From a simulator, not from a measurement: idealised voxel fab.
process module | voxel gate over fins
cross-section cut | 215 nm wide | cells 5 nm
A cross-section is a grid of square cells, given in bands from the top down. A band is one or more rows of cells.
Each band's line starts with the height of the band's top and of its bottom, in nm. Then come its materials from left to right, each with its width in nm. One material with "throughout" fills the band from edge to edge. "air" is empty space.
Height 0 is the level under which the wafer as received is all one material. The lowest band goes on downwards, as in "0 down".
A width such as "30 to 40" changes by the same amount from each row of cells to the next, from the band's top row to its bottom row.
"no change" after a step means that no cell of the cross-section changed.
closed voids: empty space of 8 cells or more with no open way to the top, each as width x height at its distance from the left edge, in nm
after a step's settings: what the simulator itself notes on the step
overlay nm, on a step with a mask: how far to the right of its planned place the mask lay; to the left if negative
plan
1 op RECEIVE | material Si
2 op CONFORMAL_DEP | material SiN | thk nm 10
3 op DIRECTIONAL_DEP | material aC | thk nm 15
4 op PATTERN | tone cover | mask id FINS | material resist | width nm 15 | pitch nm 40 | thk nm 30 | overlay nm 0
5 op DIRECTIONAL_ETCH | etch materials aC | depth nm 15
6 op STRIP | etch materials resist
7 op DIRECTIONAL_ETCH | etch materials SiN | depth nm 10
8 op DIRECTIONAL_ETCH | etch materials Si | depth nm 40
9 op STRIP | etch materials aC
10 op FILL_DEP | material SiO2 | thk nm 5
11 op CMP | height nm 10
12 op SELECTIVE_ETCH | etch materials SiO2 | depth nm 25
13 op STRIP | etch materials SiN
14 op CONFORMAL_DEP | material HfO2 | thk nm 5
15 op CONFORMAL_DEP | material TiN | thk nm 5
16 op CONFORMAL_DEP | material TiAl | thk nm 5
17 op CONFORMAL_DEP | material TiN | thk nm 5
18 op FILL_DEP | material W | thk nm 15
19 op CMP | height nm 30
20 op CONFORMAL_DEP | material SiCN | thk nm 10
as received, after step 1
  0 down: Si throughout
  closed voids: none
first wafer at the end, as planned
  40 to 30: SiCN throughout
  30 to 20: W throughout
  20 to 15: W 40 | TiN 135 | W 40
  15 to 10: W 40 | TiN 5 | TiAl 125 | TiN 5 | W 40
  10 to 5: W 40 | TiN 5 | TiAl 5 | TiN 35 | TiAl 5 | TiN 35 | TiAl 5 | TiN 35 | TiAl 5 | TiN 5 | W 40
  5 to 0: TiN 45 | TiAl 5 | TiN 5 | HfO2 25 | TiN 5 | TiAl 5 | TiN 5 | HfO2 25 | TiN 5 | TiAl 5 | TiN 5 | HfO2 25 | TiN 5 | TiAl 5 | TiN 45
  0 to -5: TiAl 50 | TiN 5 | HfO2 5 | Si 15 | HfO2 5 | TiN 5 | TiAl 5 | TiN 5 | HfO2 5 | Si 15 | HfO2 5 | TiN 5 | TiAl 5 | TiN 5 | HfO2 5 | Si 15 | HfO2 5 | TiN 5 | TiAl 50
  -5 to -10: TiN 55 | HfO2 5 | Si 15 | HfO2 5 | TiN 15 | HfO2 5 | Si 15 | HfO2 5 | TiN 15 | HfO2 5 | Si 15 | HfO2 5 | TiN 55
  -10 to -15: HfO2 60 | Si 15 | HfO2 25 | Si 15 | HfO2 25 | Si 15 | HfO2 60
  -15 to -40: SiO2 60 | Si 15 | SiO2 25 | Si 15 | SiO2 25 | Si 15 | SiO2 60
  -40 down: Si throughout
  closed voids: none
second wafer at the end: like start, like plan, one mistake
  40 to 30: SiCN throughout
  30 to 25: TiN throughout
  25 to 20: TiAl throughout
  20 to 15: TiN throughout
  15 to 10: HfO2 65 | TiN 5 | HfO2 35 | TiN 5 | HfO2 35 | TiN 5 | HfO2 65
  10 to 5: W 60 | HfO2 5 | TiN 5 | HfO2 5 | W 25 | HfO2 5 | TiN 5 | HfO2 5 | W 25 | HfO2 5 | TiN 5 | HfO2 5 | W 60
  5 to 0: W 60 | HfO2 15 | W 25 | HfO2 15 | W 25 | HfO2 15 | W 60
  0 to -40: W 60 | Si 15 | W 25 | Si 15 | W 25 | Si 15 | W 60
  -40 down: Si throughout
  closed voids: none
what went wrong: step 10 ran as: op FILL_DEP | material W | thk nm 5
at the end the second wafer has, in cells: 6 fewer of HfO2 | 170 fewer of SiO2 | 12 fewer of TiAl | 18 fewer of TiN | 206 more of W
